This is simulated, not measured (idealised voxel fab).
process module | voxel tone inversion
cross-section cut | 275 nm wide | cells 5 nm
A cross-section is a grid of square cells, given in bands from the top down. A band is one or more rows of cells.
Each band's line starts with the height of the band's top and of its bottom, in nm. Then come its materials from left to right, each with its width in nm. One material with "throughout" fills the band from edge to edge. "air" is empty space.
Height 0 is the level under which the wafer as received is all one material. The lowest band goes on downwards, as in "0 down".
A width such as "30 to 40" changes by the same amount from each row of cells to the next, from the band's top row to its bottom row.
"no change" after a step means that no cell of the cross-section changed.
closed voids: empty space of 8 cells or more with no open way to the top, each as width x height at its distance from the left edge, in nm
after a step's settings: what the simulator itself notes on the step
overlay nm, on a step with a mask: how far to the right of its planned place the mask lay; to the left if negative
plan
1 op RECEIVE | material Si
2 op CONFORMAL_DEP | material SiN | thk nm 10
3 op DIRECTIONAL_DEP | material polySi | thk nm 20
4 op PATTERN | tone cover | mask id POSTS | material resist | width nm 15 | pitch nm 40 | thk nm 30 | overlay nm 0
5 op DIRECTIONAL_ETCH | etch materials polySi | depth nm 20
6 op STRIP | etch materials resist
7 op FILL_DEP | material lowk | thk nm 5
8 op CMP | height nm 30
9 op STRIP | etch materials polySi
10 op CONFORMAL_DEP | material TiN | thk nm 5
11 op FILL_DEP | material Ru | thk nm 10
12 op CMP | height nm 30
13 op CONFORMAL_DEP | material SiN | thk nm 5
varied across the wafers: width nm of step 4. The plan shows the first wafer's value. All wafers start alike
first wafer as received, after step 1
  0 down: Si throughout
  closed voids: none
each wafer at the end: cells of each material gained (+) or lost (-) since it was received, then its closed voids
width nm 15 | +12 Ru | +165 SiN | +36 TiN | +172 lowk | closed voids: none
width nm 20 | +24 Ru | +165 SiN | +40 TiN | +156 lowk | closed voids: none
width nm 25 | +36 Ru | +165 SiN | +44 TiN | +140 lowk | closed voids: none
